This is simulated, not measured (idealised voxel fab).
Process module, titled voxel wiring stack
We display cut, a cross-section 155 nm in width whose square cells are each 5 nm.
Heads up, the way a cross-section reads in here is a grid of square cells, handed over as bands from the top down, with every band being one or more rows of cells.
Quick guide to a band line: top height, bottom height (nm) up front; then every material left to right with its width in nm. Only one material and it's marked "throughout"? Then it fills the band edge to edge. And "blank" just means empty space.
Where do heights start? At 0: under that level the wafer as delivered is made of one material only. And the lowest band has no floor; it just carries on downward, as in "0 -> down".
Read "30..40" as a graded width: first number on top, second number at the bottom, same change between each pair of neighbouring rows.
Take "identical to before" at face value: in the step it is given for, the cross-section changed in none of its cells.
"Closed voids list" - sealed voids, min. 8 cells, no opening to top; format: width x height at distance (distance from left edge; nm throughout).
Anything after a step's settings on that line? It's the simulator's own note about the step.
overlay nm: where the mask lay relative to plan, measured to the right, on steps with a mask; negatives go left.
The steps planned for the process are as follows:
1,RECEIVE (material Si)
2,CONFORMAL_DEP (material SiO2; thk nm 10)
3,DIRECTIONAL_DEP (material TiN; thk nm 5)
4,DIRECTIONAL_DEP (material Ru; thk nm 25)
5,PATTERN (tone cover; mask id METAL_1; material resist; width nm 30; pitch nm 45; thk nm 20; overlay nm 0)
6,DIRECTIONAL_ETCH (etch materials Ru; depth nm 25)
7,DIRECTIONAL_ETCH (etch materials TiN; depth nm 5)
8,STRIP (etch materials resist)
9,CONFORMAL_DEP (material SiN; thk nm 5)
10,FILL_DEP (material SiO2; thk nm 5)
11,CMP (height nm 40)
12,CONFORMAL_DEP (material SiCN; thk nm 5)
13,DIRECTIONAL_DEP (material SiO2; thk nm 30)
14,DIRECTIONAL_DEP (material aC; thk nm 10)
15,PATTERN (tone open; mask id METAL_2_HOLES; material resist; width nm 15; pitch nm 45; thk nm 25; overlay nm 0)
16,DIRECTIONAL_ETCH (etch materials aC; depth nm 10)
17,STRIP (etch materials resist)
18,DIRECTIONAL_ETCH (etch materials SiO2; depth nm 30)
19,STRIP (etch materials aC)
20,DIRECTIONAL_DEP (material aC; thk nm 15)
21,PATTERN (tone open; mask id METAL_2; material resist; width nm 30; pitch nm 45; thk nm 35; overlay nm 0)
22,DIRECTIONAL_ETCH (etch materials aC; depth nm 15)
23,STRIP (etch materials resist)
24,DIRECTIONAL_ETCH (etch materials SiO2; depth nm 15)
25,DIRECTIONAL_ETCH (etch materials SiCN; depth nm 5)
26,STRIP (etch materials aC)
27,CONFORMAL_DEP (material TiN; thk nm 5)
28,FILL_DEP (material Cu; thk nm 5)
29,CMP (height nm 75)
30,CONFORMAL_DEP (material SiCN; thk nm 5)
31,DIRECTIONAL_DEP (material lowk; thk nm 10)
32,DIRECTIONAL_DEP (material aC; thk nm 15)
33,PATTERN (tone open; mask id PLUG_2; material resist; width nm 15; pitch nm 45; thk nm 30; overlay nm 0)
34,DIRECTIONAL_ETCH (etch materials aC; depth nm 15)
35,STRIP (etch materials resist)
36,DIRECTIONAL_ETCH (etch materials lowk; depth nm 10)
37,DIRECTIONAL_ETCH (etch materials SiCN; depth nm 5)
38,STRIP (etch materials aC)
39,CONFORMAL_DEP (material TiN; thk nm 5)
40,FILL_DEP (material Cu; thk nm 5)
41,CMP (height nm 90)
42,DIRECTIONAL_DEP (material TiN; thk nm 5)
43,DIRECTIONAL_DEP (material W; thk nm 20)
44,DIRECTIONAL_DEP (material aC; thk nm 15)
45,PATTERN (tone cover; mask id METAL_3; material resist; width nm 30; pitch nm 45; thk nm 30; overlay nm 0)
46,DIRECTIONAL_ETCH (etch materials aC; depth nm 15)
47,STRIP (etch materials resist)
48,DIRECTIONAL_ETCH (etch materials W; depth nm 20)
49,DIRECTIONAL_ETCH (etch materials TiN; depth nm 5)
50,STRIP (etch materials aC)
51,CONFORMAL_DEP (material SiN; thk nm 5)
52,FILL_DEP (material lowk; thk nm 5)
53,CMP (height nm 115)
54,CONFORMAL_DEP (material SiN; thk nm 5)
Cross-section of the wafer as it came to us, i.e., already through step 1:
> 0 -> down  Si throughout
> Closed voids list: none
First of two wafers, end-of-module section, run followed plan:
> 120 -> 115  SiN throughout
> 115 -> 95  lowk 10 / SiN 5 / W 30 / SiN 5 / lowk 5 / SiN 5 / W 30 / SiN 5 / lowk 5 / SiN 5 / W 30 / SiN 5 / lowk 15
> 95 -> 90  SiN 15 / TiN 30 / SiN 15 / TiN 30 / SiN 15 / TiN 30 / SiN 20
> 90 -> 80  lowk 15 / TiN 5 / Cu 5 / TiN 5 / lowk 30 / TiN 5 / Cu 5 / TiN 5 / lowk 30 / TiN 5 / Cu 5 / TiN 5 / lowk 35
> 80 -> 75  SiCN 15 / TiN 15 / SiCN 30 / TiN 15 / SiCN 30 / TiN 15 / SiCN 35
> 75 -> 65  SiO2 15 / TiN 5 / Cu 20 / TiN 5 / SiO2 15 / TiN 5 / Cu 20 / TiN 5 / SiO2 15 / TiN 5 / Cu 20 / TiN 5 / SiO2 20
> 65 -> 60  SiO2 15 / TiN 5 / Cu 5 / TiN 20 / SiO2 15 / TiN 5 / Cu 5 / TiN 20 / SiO2 15 / TiN 5 / Cu 5 / TiN 20 / SiO2 20
> 60 -> 45  SiO2 15 / TiN 5 / Cu 5 / TiN 5 / SiO2 30 / TiN 5 / Cu 5 / TiN 5 / SiO2 30 / TiN 5 / Cu 5 / TiN 5 / SiO2 35
> 45 -> 40  SiCN 15 / TiN 15 / SiCN 30 / TiN 15 / SiCN 30 / TiN 15 / SiCN 35
> 40 -> 15  SiO2 10 / SiN 5 / Ru 30 / SiN 5 / SiO2 5 / SiN 5 / Ru 30 / SiN 5 / SiO2 5 / SiN 5 / Ru 30 / SiN 5 / SiO2 15
> 15 -> 10  SiN 15 / TiN 30 / SiN 15 / TiN 30 / SiN 15 / TiN 30 / SiN 20
> 10 -> 0  SiO2 throughout
> 0 -> down  Si throughout
> Closed voids list: none
So this is wafer number two of the two, cut at the end of the module - it started where the first did and had the same plan, we just got one thing wrong running it:
> 120 -> 115  SiN throughout
> 115 -> 95  lowk 10 / SiN 5 / W 30 / SiN 5 / lowk 5 / SiN 5 / W 30 / SiN 5 / lowk 5 / SiN 5 / W 30 / SiN 5 / lowk 15
> 95 -> 90  SiN 15 / TiN 30 / SiN 15 / TiN 30 / SiN 15 / TiN 30 / SiN 20
> 90 -> 80  Cu 10 / TiN 5 / lowk 15 / TiN 5 / Cu 20 / TiN 5 / lowk 15 / TiN 5 / Cu 20 / TiN 5 / lowk 15 / TiN 5 / Cu 30
> 80 -> 75  TiN 15 / SiCN 15 / TiN 30 / SiCN 15 / TiN 30 / SiCN 15 / TiN 35
> 75 -> 65  SiO2 15 / TiN 5 / Cu 20 / TiN 5 / SiO2 15 / TiN 5 / Cu 20 / TiN 5 / SiO2 15 / TiN 5 / Cu 20 / TiN 5 / SiO2 20
> 65 -> 60  SiO2 15 / TiN 5 / Cu 5 / TiN 20 / SiO2 15 / TiN 5 / Cu 5 / TiN 20 / SiO2 15 / TiN 5 / Cu 5 / TiN 20 / SiO2 20
> 60 -> 45  SiO2 15 / TiN 5 / Cu 5 / TiN 5 / SiO2 30 / TiN 5 / Cu 5 / TiN 5 / SiO2 30 / TiN 5 / Cu 5 / TiN 5 / SiO2 35
> 45 -> 40  SiCN 15 / TiN 15 / SiCN 30 / TiN 15 / SiCN 30 / TiN 15 / SiCN 35
> 40 -> 15  SiO2 10 / SiN 5 / Ru 30 / SiN 5 / SiO2 5 / SiN 5 / Ru 30 / SiN 5 / SiO2 5 / SiN 5 / Ru 30 / SiN 5 / SiO2 15
> 15 -> 10  SiN 15 / TiN 30 / SiN 15 / TiN 30 / SiN 15 / TiN 30 / SiN 20
> 10 -> 0  SiO2 throughout
> 0 -> down  Si throughout
> Closed voids list: none
Where did the run depart from the plan? step 33: run off-plan, actual operation and settings PATTERN (tone cover; mask id PLUG_2; material resist; width nm 15; pitch nm 45; thk nm 30; overlay nm 0)
The second wafer ends with more or fewer cells of some materials than the first, per final count: Cu: 26 more, SiCN: 13 fewer, TiN: 13 more, lowk: 26 fewer
